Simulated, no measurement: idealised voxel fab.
A process module follows: voxel double patterning.
The cross-section on display is named cut; it measures 295 nm wide, and its cells are 5 nm squares.
We lay out every cross-section as a grid of square cells and spell it out in bands from the top down, where one band means one or more rows of cells. First you get the band's top height and its bottom height, in nm, and then the materials it's made of, left to right, with each width in nm. If you see a single material with "everywhere", that one covers the band edge to edge. "air" is empty space. Where do heights start? At 0: under that level the wafer as delivered is made of one material only. And the lowest band has no floor; it just carries on downward, as in "0 nm and below". A width such as "30->40" changes by the same amount from each row of cells to the next, from the band's top row to its bottom row. Where the words "changes: none" appear for a step, the cross-section shows no cell changed by that step; every cell remained as before. You'll see "Trapped cavities" listing empty spaces that have no way open to the top, as long as they're 8 cells or more; the notation is width x height at distance, where the distance is from the left edge, and all of it is in nm. Past the settings on a step's line: simulator remark, on that step. overlay nm: mask right of planned place by this much (step with mask). Neg. = left.
### Planned process steps
1 RECEIVE (material Si)
2 CONFORMAL_DEP (material SiO2; thk nm 5)
3 DIRECTIONAL_DEP (material W; thk nm 10)
4 DIRECTIONAL_DEP (material SiCN; thk nm 10)
5 DIRECTIONAL_DEP (material aC; thk nm 15)
6 PATTERN (tone open; mask id FIRST; material resist; width nm 15; pitch nm 50; thk nm 35; overlay nm 0)
7 DIRECTIONAL_ETCH (etch materials aC; depth nm 15)
8 STRIP (etch materials resist)
9 DIRECTIONAL_ETCH (etch materials SiCN; depth nm 10)
10 STRIP (etch materials aC)
11 MASKED_ETCH (tone open; mask id SECOND; width nm 15; etch materials SiCN; depth nm 10; overlay nm 0)
12 DIRECTIONAL_ETCH (etch materials W; depth nm 10)
13 STRIP (etch materials SiCN)
### Received-state cross-section, reflecting completion of step 1
	0 nm and below = Si everywhere
	Trapped cavities: none
### The following cross-section depicts the wafer upon conclusion of the module. Processing commenced from the starting condition illustrated above and adhered to the plan illustrated above, save for one mistake in execution
	15 nm to 5 nm = W 125 | air 30 | W 20 | air 15 | W 105
	5 nm to 0 nm = SiO2 everywhere
	0 nm and below = Si everywhere
	Trapped cavities: none
Which mistake was made when the wafer was run? heads up, step 6 didn't go per plan, it actually ran as PATTERN (tone open; mask id FIRST; material resist; width nm 15; pitch nm 50; thk nm 35; overlay nm 10)
